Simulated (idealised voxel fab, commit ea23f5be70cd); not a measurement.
process module | voxel gate over fins
cross-section cut | 225 nm wide | cells 5 nm
A cross-section is a grid of square cells, given in bands from the top down. A band is one or more rows of cells.
Each band's line starts with the height of the band's top and of its bottom, in nm. Then come its materials from left to right, each with its width in nm. One material with "throughout" fills the band from edge to edge. "air" is empty space.
Height 0 is the level under which the wafer as received is all one material. The lowest band goes on downwards, as in "0 down".
A width such as "30 to 40" changes by the same amount from each row of cells to the next, from the band's top row to its bottom row.
"no change" after a step means that no cell of the cross-section changed.
closed voids: empty space of 8 cells or more with no open way to the top, each as width x height at its distance from the left edge, in nm
after a step's settings: what the simulator itself notes on the step
overlay nm, on a step with a mask: how far to the right of its planned place the mask lay; to the left if negative
plan
1 op RECEIVE | material Si
2 op CONFORMAL_DEP | material SiN | thk nm 10
3 op PATTERN | tone cover | mask id FINS | material resist | width nm 15 | pitch nm 45 | thk nm 15 | overlay nm 0
4 op DIRECTIONAL_ETCH | etch materials SiN | depth nm 10
5 op DIRECTIONAL_ETCH | etch materials Si | depth nm 30
6 op STRIP | etch materials resist
7 op OXIDIZE | depth nm 5
8 op FILL_DEP | material SiO2 | thk nm 5
9 op CMP | height nm 10
10 op SELECTIVE_ETCH | etch materials SiO2 | depth nm 25
11 op STRIP | etch materials SiN
12 op CONFORMAL_DEP | material HfO2 | thk nm 5
13 op CONFORMAL_DEP | material TiN | thk nm 5
14 op CONFORMAL_DEP | material TiAl | thk nm 5
15 op CONFORMAL_DEP | material TiN | thk nm 5
16 op FILL_DEP | material W | thk nm 10
17 op CMP | height nm 25
18 op CONFORMAL_DEP | material SiCN | thk nm 5
as received, after step 1
  0 down: Si throughout
  closed voids: none
first wafer at the end, as planned
  30 to 25: SiCN throughout
  25 to 20: W throughout
  20 to 15: W 65 | TiN 90 | W 70
  15 to 10: W 65 | TiN 5 | TiAl 35 | TiN 10 | TiAl 35 | TiN 5 | W 70
  10 to 5: W 65 | TiN 5 | TiAl 5 | TiN 25 | TiAl 5 | TiN 10 | TiAl 5 | TiN 25 | TiAl 5 | TiN 5 | W 70
  5 to 0: TiN 70 | TiAl 5 | TiN 5 | HfO2 15 | TiN 5 | TiAl 5 | TiN 10 | TiAl 5 | TiN 5 | HfO2 15 | TiN 5 | TiAl 5 | TiN 75
  0 to -5: TiAl 75 | TiN 5 | HfO2 5 | Si 5 | HfO2 5 | TiN 5 | TiAl 20 | TiN 5 | HfO2 5 | Si 5 | HfO2 5 | TiN 5 | TiAl 80
  -5 to -10: TiN 80 | HfO2 5 | Si 5 | HfO2 5 | TiN 30 | HfO2 5 | Si 5 | HfO2 5 | TiN 85
  -10 to -15: HfO2 85 | Si 5 | HfO2 40 | Si 5 | HfO2 90
  -15 to -35: SiO2 85 | Si 5 | SiO2 40 | Si 5 | SiO2 90
  -35 down: Si throughout
  closed voids: none
second wafer at the end: like start, like plan, one mistake
  30 to 25: SiCN throughout
  25 to 20: W throughout
  20 to 15: TiN throughout
  15 to 10: TiAl throughout
  10 to 5: TiN 85 | TiAl 5 | TiN 40 | TiAl 5 | TiN 90
  5 to 0: HfO2 80 | TiN 5 | TiAl 5 | TiN 5 | HfO2 30 | TiN 5 | TiAl 5 | TiN 5 | HfO2 85
  0 to -5: Si 75 | HfO2 5 | TiN 5 | TiAl 5 | TiN 5 | HfO2 5 | Si 20 | HfO2 5 | TiN 5 | TiAl 5 | TiN 5 | HfO2 5 | Si 80
  -5 to -10: Si 75 | HfO2 5 | TiN 15 | HfO2 5 | Si 20 | HfO2 5 | TiN 15 | HfO2 5 | Si 80
  -10 to -15: Si 75 | HfO2 25 | Si 20 | HfO2 25 | Si 80
  -15 to -35: Si 75 | SiO2 25 | Si 20 | SiO2 25 | Si 80
  -35 down: Si throughout
  closed voids: none
what went wrong: step 3 ran as: op PATTERN | tone open | mask id FINS | material resist | width nm 15 | pitch nm 45 | thk nm 15 | overlay nm 0
at the end the second wafer has, in cells: 231 more of Si | 132 fewer of SiO2 | 6 fewer of TiAl | 12 fewer of TiN | 81 fewer of W
